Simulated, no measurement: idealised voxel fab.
Documented hereafter: the process module known as voxel trench capacitor.
Xsec cut, 245 nm wide, square cell size 5 nm.
Just so we're on the same page, the cross-sections are grids of square cells, and they're listed out in bands top to bottom, each band one or more rows deep.
Each band's line starts with the height of the band's top and of its bottom, in nm. Then come its materials from left to right, each with its width in nm. One material with "everywhere" fills the band from edge to edge. "empty" is empty space.
The reference from which all heights are counted is 0, the level beneath which the as-received wafer is entirely one material; the lowest band, having no lower bound, proceeds downward and is written after the example "from 0 down".
A two-number width, for instance "30 to 40", indicates that the width is equal to the first number in the top row of the band and to the second number in the bottom row, and that it changes by a constant amount per row of cells.
"remained unchanged", as given for a step, is the statement that not any cell of the cross-section underwent a change during that step.
The entry "Enclosed cavities" lists the empty spaces that cover at least 8 cells and have no open path to the top. Each is written as width x height at distance, where the distance is measured from the left edge and all three values are in nm.
after a step's settings: what the simulator itself notes on the step
overlay nm: on a step with a mask, how far right of its planned place the mask lay; negative means left.

### So here's the lineup of process steps we planned
1. RECEIVE with material Si
2. CONFORMAL_DEP with material SiN, thk nm 5
3. DIRECTIONAL_DEP with material aC, thk nm 10
4. PATTERN with tone open, mask id TRENCH, material resist, width nm 25, pitch nm 40, thk nm 25, overlay nm 0
5. DIRECTIONAL_ETCH with etch materials aC, depth nm 10
6. STRIP with etch materials resist
7. DIRECTIONAL_ETCH with etch materials SiN, depth nm 5
8. DIRECTIONAL_ETCH with etch materials Si, depth nm 30
9. STRIP with etch materials aC
10. CONFORMAL_DEP with material HfO2, thk nm 5
11. CONFORMAL_DEP with material TiN, thk nm 5
12. FILL_DEP with material W, thk nm 5
13. CMP with height nm 5

### First wafer, two in total, run as planned

### Cross-sectional view of the wafer in its as-received condition, corresponding to the state after step 1
- from 0 down: Si everywhere
- Enclosed cavities: none

### Step 2 done - wafer cross-section
- from 5 to 0: SiN everywhere
- Everything below 0 is unchanged.

### Step 3 done - wafer cross-section
- from 15 to 5: aC everywhere
- Everything below 5 is unchanged.

### Step 4 done - wafer cross-section
- from 40 to 15: resist 70, then empty 25, then resist 15, then empty 25, then resist 15, then empty 25, then resist 70
- Everything below 15 is unchanged.

### Step 5 done - wafer cross-section
- from 30 to 15: resist 70, then empty 25, then resist 15, then empty 25, then resist 15, then empty 25, then resist 70
- from 15 to 5: aC 70, then empty 25, then aC 15, then empty 25, then aC 15, then empty 25, then aC 70
- Everything below 5 is unchanged.

### Step 6 done - wafer cross-section
- from 15 to 5: aC 70, then empty 25, then aC 15, then empty 25, then aC 15, then empty 25, then aC 70
- Everything below 5 is unchanged.

### Step 7 done - wafer cross-section
- from 15 to 5: aC 70, then empty 25, then aC 15, then empty 25, then aC 15, then empty 25, then aC 70
- from 5 to 0: SiN 70, then empty 25, then SiN 15, then empty 25, then SiN 15, then empty 25, then SiN 70
- Everything below 0 is unchanged.

### Step 8 done - wafer cross-section
- from 15 to 5: aC 70, then empty 25, then aC 15, then empty 25, then aC 15, then empty 25, then aC 70
- from 5 to 0: SiN 70, then empty 25, then SiN 15, then empty 25, then SiN 15, then empty 25, then SiN 70
- from 0 to -30: Si 70, then empty 25, then Si 15, then empty 25, then Si 15, then empty 25, then Si 70
- Everything below -30 is unchanged.

### Step 9 done - wafer cross-section
- from 5 to 0: SiN 70, then empty 25, then SiN 15, then empty 25, then SiN 15, then empty 25, then SiN 70
- Everything below 0 is unchanged.

### Step 10 done - wafer cross-section
- from 10 to 5: HfO2 75, then empty 15, then HfO2 25, then empty 15, then HfO2 25, then empty 15, then HfO2 75
- from 5 to 0: SiN 70, then HfO2 5, then empty 15, then HfO2 5, then SiN 15, then HfO2 5, then empty 15, then HfO2 5, then SiN 15, then HfO2 5, then empty 15, then HfO2 5, then SiN 70
- from 0 to -25: Si 70, then HfO2 5, then empty 15, then HfO2 5, then Si 15, then HfO2 5, then empty 15, then HfO2 5, then Si 15, then HfO2 5, then empty 15, then HfO2 5, then Si 70
- from -25 to -30: Si 70, then HfO2 25, then Si 15, then HfO2 25, then Si 15, then HfO2 25, then Si 70
- Everything below -30 is unchanged.

### Step 11 done - wafer cross-section
- from 15 to 10: TiN 80, then empty 5, then TiN 35, then empty 5, then TiN 35, then empty 5, then TiN 80
- from 10 to 5: HfO2 75, then TiN 5, then empty 5, then TiN 5, then HfO2 25, then TiN 5, then empty 5, then TiN 5, then HfO2 25, then TiN 5, then empty 5, then TiN 5, then HfO2 75
- from 5 to 0: SiN 70, then HfO2 5, then TiN 5, then empty 5, then TiN 5, then HfO2 5, then SiN 15, then HfO2 5, then TiN 5, then empty 5, then TiN 5, then HfO2 5, then SiN 15, then HfO2 5, then TiN 5, then empty 5, then TiN 5, then HfO2 5, then SiN 70
- from 0 to -20: Si 70, then HfO2 5, then TiN 5, then empty 5, then TiN 5, then HfO2 5, then Si 15, then HfO2 5, then TiN 5, then empty 5, then TiN 5, then HfO2 5, then Si 15, then HfO2 5, then TiN 5, then empty 5, then TiN 5, then HfO2 5, then Si 70
- from -20 to -25: Si 70, then HfO2 5, then TiN 15, then HfO2 5, then Si 15, then HfO2 5, then TiN 15, then HfO2 5, then Si 15, then HfO2 5, then TiN 15, then HfO2 5, then Si 70
- Everything below -25 is unchanged.

### Step 12 done - wafer cross-section
- from 20 to 15: W everywhere
- from 15 to 10: TiN 80, then W 5, then TiN 35, then W 5, then TiN 35, then W 5, then TiN 80
- from 10 to 5: HfO2 75, then TiN 5, then W 5, then TiN 5, then HfO2 25, then TiN 5, then W 5, then TiN 5, then HfO2 25, then TiN 5, then W 5, then TiN 5, then HfO2 75
- from 5 to 0: SiN 70, then HfO2 5, then TiN 5, then W 5, then TiN 5, then HfO2 5, then SiN 15, then HfO2 5, then TiN 5, then W 5, then TiN 5, then HfO2 5, then SiN 15, then HfO2 5, then TiN 5, then W 5, then TiN 5, then HfO2 5, then SiN 70
- from 0 to -20: Si 70, then HfO2 5, then TiN 5, then W 5, then TiN 5, then HfO2 5, then Si 15, then HfO2 5, then TiN 5, then W 5, then TiN 5, then HfO2 5, then Si 15, then HfO2 5, then TiN 5, then W 5, then TiN 5, then HfO2 5, then Si 70
- Everything below -20 is unchanged.

### Step 13 done - wafer cross-section
- from 5 to 0: SiN 70, then HfO2 5, then TiN 5, then W 5, then TiN 5, then HfO2 5, then SiN 15, then HfO2 5, then TiN 5, then W 5, then TiN 5, then HfO2 5, then SiN 15, then HfO2 5, then TiN 5, then W 5, then TiN 5, then HfO2 5, then SiN 70
- Everything below 0 is unchanged.

### Wafer two: like wafer one in start and plan, but with one mistake in execution; identical up to and including step 3

### Cross-section, second wafer, at the end time the plan gives for step 4
- from 40 to 15: resist 75, then empty 15, then resist 25, then empty 15, then resist 25, then empty 15, then resist 75
- Everything below 15 is unchanged.

### Cross-section, second wafer, at the end time the plan gives for step 5
- from 30 to 15: resist 75, then empty 15, then resist 25, then empty 15, then resist 25, then empty 15, then resist 75
- from 15 to 5: aC 75, then empty 15, then aC 25, then empty 15, then aC 25, then empty 15, then aC 75
- Everything below 5 is unchanged.

### Cross-section, second wafer, at the end time the plan gives for step 6
- from 15 to 5: aC 75, then empty 15, then aC 25, then empty 15, then aC 25, then empty 15, then aC 75
- Everything below 5 is unchanged.

### Cross-section, second wafer, at the end time the plan gives for step 7
- from 15 to 5: aC 75, then empty 15, then aC 25, then empty 15, then aC 25, then empty 15, then aC 75
- from 5 to 0: SiN 75, then empty 15, then SiN 25, then empty 15, then SiN 25, then empty 15, then SiN 75
- Everything below 0 is unchanged.

### Cross-section, second wafer, at the end time the plan gives for step 8
- from 15 to 5: aC 75, then empty 15, then aC 25, then empty 15, then aC 25, then empty 15, then aC 75
- from 5 to 0: SiN 75, then empty 15, then SiN 25, then empty 15, then SiN 25, then empty 15, then SiN 75
- from 0 to -30: Si 75, then empty 15, then Si 25, then empty 15, then Si 25, then empty 15, then Si 75
- Everything below -30 is unchanged.

### Cross-section, second wafer, at the end time the plan gives for step 9
- from 5 to 0: SiN 75, then empty 15, then SiN 25, then empty 15, then SiN 25, then empty 15, then SiN 75
- Everything below 0 is unchanged.

### Cross-section, second wafer, at the end time the plan gives for step 10
- from 10 to 5: HfO2 80, then empty 5, then HfO2 35, then empty 5, then HfO2 35, then empty 5, then HfO2 80
- from 5 to 0: SiN 75, then HfO2 5, then empty 5, then HfO2 5, then SiN 25, then HfO2 5, then empty 5, then HfO2 5, then SiN 25, then HfO2 5, then empty 5, then HfO2 5, then SiN 75
- from 0 to -25: Si 75, then HfO2 5, then empty 5, then HfO2 5, then Si 25, then HfO2 5, then empty 5, then HfO2 5, then Si 25, then HfO2 5, then empty 5, then HfO2 5, then Si 75
- from -25 to -30: Si 75, then HfO2 15, then Si 25, then HfO2 15, then Si 25, then HfO2 15, then Si 75
- Everything below -30 is unchanged.

### Cross-section, second wafer, at the end time the plan gives for step 11
- from 15 to 10: TiN everywhere
- from 10 to 5: HfO2 80, then TiN 5, then HfO2 35, then TiN 5, then HfO2 35, then TiN 5, then HfO2 80
- from 5 to 0: SiN 75, then HfO2 5, then TiN 5, then HfO2 5, then SiN 25, then HfO2 5, then TiN 5, then HfO2 5, then SiN 25, then HfO2 5, then TiN 5, then HfO2 5, then SiN 75
- from 0 to -25: Si 75, then HfO2 5, then TiN 5, then HfO2 5, then Si 25, then HfO2 5, then TiN 5, then HfO2 5, then Si 25, then HfO2 5, then TiN 5, then HfO2 5, then Si 75
- Everything below -25 is unchanged.

### Cross-section, second wafer, at the end time the plan gives for step 12
- from 20 to 15: W everywhere
- Everything below 15 is unchanged.

### Cross-section, second wafer, at the end time the plan gives for step 13
- from 5 to 0: SiN 75, then HfO2 5, then TiN 5, then HfO2 5, then SiN 25, then HfO2 5, then TiN 5, then HfO2 5, then SiN 25, then HfO2 5, then TiN 5, then HfO2 5, then SiN 75
- Everything below 0 is unchanged.
what went wrong: it should be noted that step 4 was executed with settings other than those planned, the operation and settings actually applied being PATTERN with tone open, mask id TRENCH, material resist, width nm 15, pitch nm 40, thk nm 25, overlay nm 0
Once processing is complete, comparing cell counts shows that the second wafer has more or fewer of certain materials than the first: -6 HfO2, +36 Si, +6 SiN, -21 TiN, -15 W
